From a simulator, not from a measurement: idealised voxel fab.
process module | voxel fin reveal
cross-section cut | 255 nm wide | cells 5 nm
A cross-section is a grid of square cells, given in bands from the top down. A band is one or more rows of cells.
Each band's line starts with the height of the band's top and of its bottom, in nm. Then come its materials from left to right, each with its width in nm. One material with "throughout" fills the band from edge to edge. "air" is empty space.
Height 0 is the level under which the wafer as received is all one material. The lowest band goes on downwards, as in "0 down".
A width such as "30 to 40" changes by the same amount from each row of cells to the next, from the band's top row to its bottom row.
"no change" after a step means that no cell of the cross-section changed.
closed voids: empty space of 8 cells or more with no open way to the top, each as width x height at its distance from the left edge, in nm
after a step's settings: what the simulator itself notes on the step
overlay nm, on a step with a mask: how far to the right of its planned place the mask lay; to the left if negative
plan
1 op RECEIVE | material Si
2 op CONFORMAL_DEP | material SiN | thk nm 5
3 op PATTERN | tone cover | mask id FINS | material resist | width nm 15 | pitch nm 45 | thk nm 15 | overlay nm 0
4 op DIRECTIONAL_ETCH | etch materials SiN | depth nm 5
5 op DIRECTIONAL_ETCH | etch materials Si | depth nm 30
6 op STRIP | etch materials resist
7 op FILL_DEP | material SiO2 | thk nm 5
8 op CMP | height nm 5
9 op SELECTIVE_ETCH | etch materials SiO2 | depth nm 15
10 op STRIP | etch materials SiN
as received, after step 1
  0 down: Si throughout
  closed voids: none
a wafer at the end: this start, this plan, one mistake
  0 to -10: air 50 | Si 15 | air 30 | Si 15 | air 30 | Si 15 | air 30 | Si 15 | air 55
  -10 to -25: SiO2 50 | Si 15 | SiO2 30 | Si 15 | SiO2 30 | Si 15 | SiO2 30 | Si 15 | SiO2 55
  -25 down: Si throughout
  closed voids: none
what went wrong: step 5 ran as: op DIRECTIONAL_ETCH | etch materials Si | depth nm 25
